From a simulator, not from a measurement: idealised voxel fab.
Proc. module: voxel self aligned vias
We display cut, a cross-section 255 nm in width whose square cells are each 5 nm.
Cross-section layout: square cells on a grid; listed as bands, top to bottom; a band spans one or more cell rows. Quick guide to a band line: top height, bottom height (nm) up front; then every material left to right with its width in nm. Only one material and it's marked "full width"? Then it fills the band edge to edge. And "empty" just means empty space. Below 0: as-received wafer, all one material; heights counted from there. Lowest band: no bottom, goes on down, written "0..down". Top row gets the first number, bottom row gets the second, and each row in between changes by the same step: that is how a band width like "30 to 40" works. A step reported as "no alteration" is a step in which no cell of the cross-section changed. Closed empty spaces (no open way to the top) of 8 cells or more are what "Closed cavities" lists, each as width x height at distance from the left edge, nm for all three. Text after the settings on a step's line: the simulator's own remark on that step. "overlay nm", when on a step's line for a step with a mask, measures how far to the right of its planned place the mask lay; a negative measure means to the left.
### Process steps foreseen in the plan
| 1 | RECEIVE (material Si) |
| 2 | CONFORMAL_DEP (material SiO2; thk nm 10) |
| 3 | CONFORMAL_DEP (material SiCN; thk nm 5) |
| 4 | DIRECTIONAL_DEP (material SiO2; thk nm 25) |
| 5 | MASKED_ETCH (tone open; mask id LINES; width nm 25; pitch nm 60; etch materials SiO2; depth nm 25; overlay nm 0) |
| 6 | CONFORMAL_DEP (material TiN; thk nm 5) |
| 7 | FILL_DEP (material W; thk nm 5) |
| 8 | CMP (height nm 40) |
| 9 | SELECTIVE_ETCH (etch materials W Ru TiN; depth nm 10) |
| 10 | FILL_DEP (material SiN; thk nm 10) |
| 11 | CMP (height nm 40) |
| 12 | DIRECTIONAL_DEP (material SiO2; thk nm 20) |
| 13 | MASKED_ETCH (tone open; mask id VIAS; width nm 45; pitch nm 120; etch materials SiO2; depth nm 20; overlay nm 0) |
| 14 | MASKED_ETCH (tone open; mask id VIAS; width nm 45; pitch nm 120; etch materials SiN; depth nm 10; overlay nm 0) |
| 15 | CONFORMAL_DEP (material TiN; thk nm 5) |
| 16 | FILL_DEP (material Cu; thk nm 5) |
| 17 | CMP (height nm 60) |
| 18 | CONFORMAL_DEP (material SiCN; thk nm 5) |
### Wafer cross-section on receipt, i.e. after step 1
  0..down | Si full width
  Closed cavities: none
### Starting wafer: above. Plan: above. Run: one mistake. Cross-section after the module: below
  65..60 | SiCN full width
  60..45 | SiO2 45 nm | TiN 5 nm | Cu 40 nm | TiN 5 nm | SiO2 70 nm | TiN 5 nm | Cu 40 nm | TiN 5 nm | SiO2 40 nm
  45..40 | SiO2 45 nm | TiN 15 nm | Cu 15 nm | TiN 20 nm | SiO2 70 nm | TiN 15 nm | Cu 15 nm | TiN 20 nm | SiO2 40 nm
  40..35 | SiO2 55 nm | TiN 5 nm | Cu 15 nm | TiN 5 nm | SiO2 35 nm | SiN 25 nm | SiO2 35 nm | TiN 5 nm | Cu 15 nm | TiN 5 nm | SiO2 55 nm
  35..30 | SiO2 55 nm | TiN 25 nm | SiO2 35 nm | SiN 25 nm | SiO2 35 nm | TiN 25 nm | SiO2 55 nm
  30..20 | SiO2 55 nm | TiN 5 nm | W 15 nm | TiN 5 nm | SiO2 35 nm | TiN 5 nm | W 15 nm | TiN 5 nm | SiO2 35 nm | TiN 5 nm | W 15 nm | TiN 5 nm | SiO2 55 nm
  20..15 | SiO2 55 nm | TiN 25 nm | SiO2 35 nm | TiN 25 nm | SiO2 35 nm | TiN 25 nm | SiO2 55 nm
  15..10 | SiCN full width
  10..0 | SiO2 full width
  0..down | Si full width
  Closed cavities: none
In executing the process, a mistake was made relative to the plan: it should be noted that step 13 was executed with settings other than those planned, the operation and settings actually applied being MASKED_ETCH (tone open; mask id VIAS; width nm 50; pitch nm 120; etch materials SiO2; depth nm 20; overlay nm 0)
